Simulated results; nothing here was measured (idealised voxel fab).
process module | voxel self aligned contacts
cross-section cut | 225 nm wide | cells 5 nm
A cross-section is a grid of square cells, given in bands from the top down. A band is one or more rows of cells.
Each band's line starts with the height of the band's top and of its bottom, in nm. Then come its materials from left to right, each with its width in nm. One material with "throughout" fills the band from edge to edge. "air" is empty space.
Height 0 is the level under which the wafer as received is all one material. The lowest band goes on downwards, as in "0 down".
A width such as "30 to 40" changes by the same amount from each row of cells to the next, from the band's top row to its bottom row.
"no change" after a step means that no cell of the cross-section changed.
closed voids: empty space of 8 cells or more with no open way to the top, each as width x height at its distance from the left edge, in nm
after a step's settings: what the simulator itself notes on the step
overlay nm, on a step with a mask: how far to the right of its planned place the mask lay; to the left if negative
plan
1 op RECEIVE | material Si
2 op CONFORMAL_DEP | material SiO2 | thk nm 5
3 op DIRECTIONAL_DEP | material polySi | thk nm 25
4 op DIRECTIONAL_DEP | material SiN | thk nm 15
5 op PATTERN | tone cover | mask id GATE | material resist | width nm 35 | pitch nm 60 | thk nm 15 | overlay nm 0
6 op DIRECTIONAL_ETCH | etch materials SiN | depth nm 15
7 op DIRECTIONAL_ETCH | etch materials polySi | depth nm 25
8 op STRIP | etch materials resist
9 op CONFORMAL_DEP | material SiN | thk nm 5
10 op DIRECTIONAL_ETCH | etch materials SiN | depth nm 5
11 op FILL_DEP | material SiO2 | thk nm 20
12 op CMP | height nm 55
13 op MASKED_ETCH | tone open | mask id CONTACT | width nm 35 | etch materials SiO2 | depth nm 55 | overlay nm 0
14 op CONFORMAL_DEP | material TiN | thk nm 5
15 op FILL_DEP | material Ru | thk nm 5
16 op CMP | height nm 55
17 op CONFORMAL_DEP | material SiN | thk nm 5
as received, after step 1
  0 down: Si throughout
  closed voids: none
first wafer at the end, as planned
  60 to 55: SiN throughout
  55 to 45: SiO2 95 | TiN 5 to 15 | Ru 25 to 5 | TiN 5 to 15 | SiO2 95
  45 to 30: SiO2 60 | SiN 45 | TiN 5 | Ru 5 | TiN 5 | SiN 45 | SiO2 60
  30 to 5: SiO2 60 | SiN 5 | polySi 35 | SiN 5 | TiN 5 | Ru 5 | TiN 5 | SiN 5 | polySi 35 | SiN 5 | SiO2 60
  5 to 0: SiO2 105 | TiN 15 | SiO2 105
  0 down: Si throughout
  closed voids: none
second wafer at the end: like start, like plan, one mistake
  60 to 55: SiN throughout
  55 to 45: Ru 90 to 55 | TiN 5 to 40 | SiO2 35 | TiN 5 to 40 | Ru 90 to 55
  45 to 30: Ru 55 | TiN 5 | SiN 45 | SiO2 15 | SiN 45 | TiN 5 | Ru 55
  30 to 5: Ru 55 | TiN 5 | SiN 5 | polySi 35 | SiN 5 | SiO2 15 | SiN 5 | polySi 35 | SiN 5 | TiN 5 | Ru 55
  5 to 0: TiN 60 | SiO2 105 | TiN 60
  0 down: Si throughout
  closed voids: none
what went wrong: step 13 ran as: op MASKED_ETCH | tone cover | mask id CONTACT | width nm 35 | etch materials SiO2 | depth nm 55 | overlay nm 0
at the end the second wafer has, in cells: 220 more of Ru | 251 fewer of SiO2 | 31 more of TiN
